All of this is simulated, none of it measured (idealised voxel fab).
Presented below is a process module, voxel self aligned contacts.
In the cross-section labelled cut, the width is 280 nm and each square cell is 5 nm.
How to read a cross-section here: the picture is a grid of square cells, written as bands going from the top down, and any band can span one or more rows of cells. The band entry comprises the height of the band's top followed by the height of its bottom, expressed in nm, and subsequently the band's materials from left to right, each stated together with its width in nm. Where a single material is marked with the word "all across", that material fills the band from edge to edge. The word "air" represents empty space. We count height from 0. Below that, the starting wafer is all one material. The lowest band never ends at the bottom but goes on down; see "top 0, no bottom" for how that is written. When a width is written as two numbers, as in "30 to 40", the first number is the width in the top row of cells of the band and the second is the width in its bottom row, and the width changes by the same amount from each row to the next. "remained the same", as given for a step, is the statement that not any cell of the cross-section underwent a change during that step. Each empty space that has no open way to the top and spans at least 8 cells appears under "Completely sealed voids" as width x height at distance, the distance counted from the left edge, all in nm. Text after the settings on a step's line: the simulator's own remark on that step. The line of a step may include "overlay nm". On a step with a mask, this value is how far to the right of its planned place the mask lay. A negative value means the mask lay to the left.

### plan
step 1: RECEIVE | material Si
step 2: OXIDIZE | depth nm 5
step 3: DIRECTIONAL_DEP | material polySi | thk nm 20
step 4: DIRECTIONAL_DEP | material SiN | thk nm 25
step 5: DIRECTIONAL_DEP | material aC | thk nm 10
step 6: PATTERN | tone cover | mask id GATE | material resist | width nm 30 | pitch nm 75 | thk nm 25 | overlay nm 0
step 7: DIRECTIONAL_ETCH | etch materials aC | depth nm 10
step 8: STRIP | etch materials resist
step 9: DIRECTIONAL_ETCH | etch materials SiN | depth nm 25
step 10: DIRECTIONAL_ETCH | etch materials polySi | depth nm 20
step 11: STRIP | etch materials aC
step 12: CONFORMAL_DEP | material SiN | thk nm 10
step 13: DIRECTIONAL_ETCH | etch materials SiN | depth nm 10
step 14: FILL_DEP | material SiO2 | thk nm 15
step 15: CMP | height nm 55
step 16: PATTERN | tone open | mask id CONTACT | material resist | width nm 55 | thk nm 15 | overlay nm 0
step 17: DIRECTIONAL_ETCH | etch materials SiO2 | depth nm 60
step 18: STRIP | etch materials resist
step 19: CONFORMAL_DEP | material TiN | thk nm 5
step 20: FILL_DEP | material W | thk nm 10
step 21: CMP | height nm 55
step 22: CONFORMAL_DEP | material SiCN | thk nm 5

### Cross-section of the wafer upon arrival, representing the state reached after step 1
    top 0, no bottom: Si all across
    Completely sealed voids: none

### Starting wafer: above. Plan: above. Run: one mistake. Cross-section after the module: below
    top 60, bottom 55: SiCN all across
    top 55, bottom 35: SiO2=75; SiN=50; TiN=5; W=15; TiN=5; SiN=50; SiO2=80
    top 35, bottom 30: SiO2=75; SiN=50; TiN=25; SiN=50; SiO2=80
    top 30, bottom 20: SiN all across
    top 20, bottom 0: polySi all across
    top 0, bottom -5: SiO2 all across
    top -5, no bottom: Si all across
    Completely sealed voids: none
The mistake made against the process plan was this: step 4 did not use the planned setting and instead ran as DIRECTIONAL_DEP | material SiN | thk nm 35
